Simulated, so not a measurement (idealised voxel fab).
This section sets out a process module, namely voxel trench capacitor.
Cross-section cut: width 255 nm, square cells of 5 nm.
In what follows, cross-sections appear as grids of square cells, described through bands that run from the top down, where every band is one or more rows of cells.
Heights first: top, then bottom, in nm. Then materials, left to right, each with a width in nm. "full width" on a single material: fills the band edge to edge. "blank": empty space.
Note: height 0 marks the level under which the wafer is uniformly one material as received. Lowest band unbounded below, written "0..down".
With a width like "30->40", each row of cells in the band differs from the next by the same amount, the top row carrying the first number and the bottom row the second.
A step reported as "remained the same" is a step in which no cell of the cross-section changed.
For the entry "Enclosed cavities", the listed items are empty spaces with no open way to the top whose size is 8 cells or more; each item follows the pattern width x height at distance, where distance is from the left edge and all three are in nm.
Read whatever lies past the settings on a step's line as the simulator's own remark about the step.
What "overlay nm" on a step's line means: if the step has a mask, that mask lay this far to the right of its planned place, or, when the value is negative, to the left.

Process steps foreseen in the plan:
step 1: op RECEIVE | material Si
step 2: op CONFORMAL_DEP | material SiN | thk nm 10
step 3: op MASKED_ETCH | tone open | mask id TRENCH | width nm 25 | pitch nm 50 | etch materials SiN | depth nm 10 | overlay nm 0
step 4: op MASKED_ETCH | tone open | mask id TRENCH | width nm 25 | pitch nm 50 | etch materials Si | depth nm 40 | overlay nm 0
step 5: op CONFORMAL_DEP | material Al2O3 | thk nm 5
step 6: op CONFORMAL_DEP | material TiN | thk nm 5
step 7: op FILL_DEP | material W | thk nm 5
step 8: op CMP | height nm 10

Cross-section of the wafer at receipt, which is the condition after step 1:
	0..down | Si full width
	Enclosed cavities: none

Cross-section taken at module completion on the first of two wafers; processed per the plan:
	10..0 | SiN=90, Al2O3=5, TiN=5, W=5, TiN=5, Al2O3=5, SiN=25, Al2O3=5, TiN=5, W=5, TiN=5, Al2O3=5, SiN=90
	0..-30 | Si=90, Al2O3=5, TiN=5, W=5, TiN=5, Al2O3=5, Si=25, Al2O3=5, TiN=5, W=5, TiN=5, Al2O3=5, Si=90
	-30..-35 | Si=90, Al2O3=5, TiN=15, Al2O3=5, Si=25, Al2O3=5, TiN=15, Al2O3=5, Si=90
	-35..-40 | Si=90, Al2O3=25, Si=25, Al2O3=25, Si=90
	-40..down | Si full width
	Enclosed cavities: none

This is the second of the two wafers, cross-sectioned at the end of the module; it started exactly like the first and was given the same plan, but it was run with one mistake:
	10..0 | SiN=95, Al2O3=5, TiN=10, Al2O3=5, SiN=30, Al2O3=5, TiN=10, Al2O3=5, SiN=90
	0..-35 | Si=95, Al2O3=5, TiN=10, Al2O3=5, Si=30, Al2O3=5, TiN=10, Al2O3=5, Si=90
	-35..-40 | Si=95, Al2O3=20, Si=30, Al2O3=20, Si=90
	-40..down | Si full width
	Enclosed cavities: none
Deviation from plan: step 3 ran with different settings than intended, the actual operation and settings being op MASKED_ETCH | tone open | mask id TRENCH | width nm 20 | pitch nm 50 | etch materials SiN | depth nm 10 | overlay nm 0
In the final state, the cell counts of the second wafer exceed or fall short of those of the first for the following materials: 2 fewer of Al2O3, 16 more of Si, 4 more of SiN, 2 fewer of TiN, 16 fewer of W
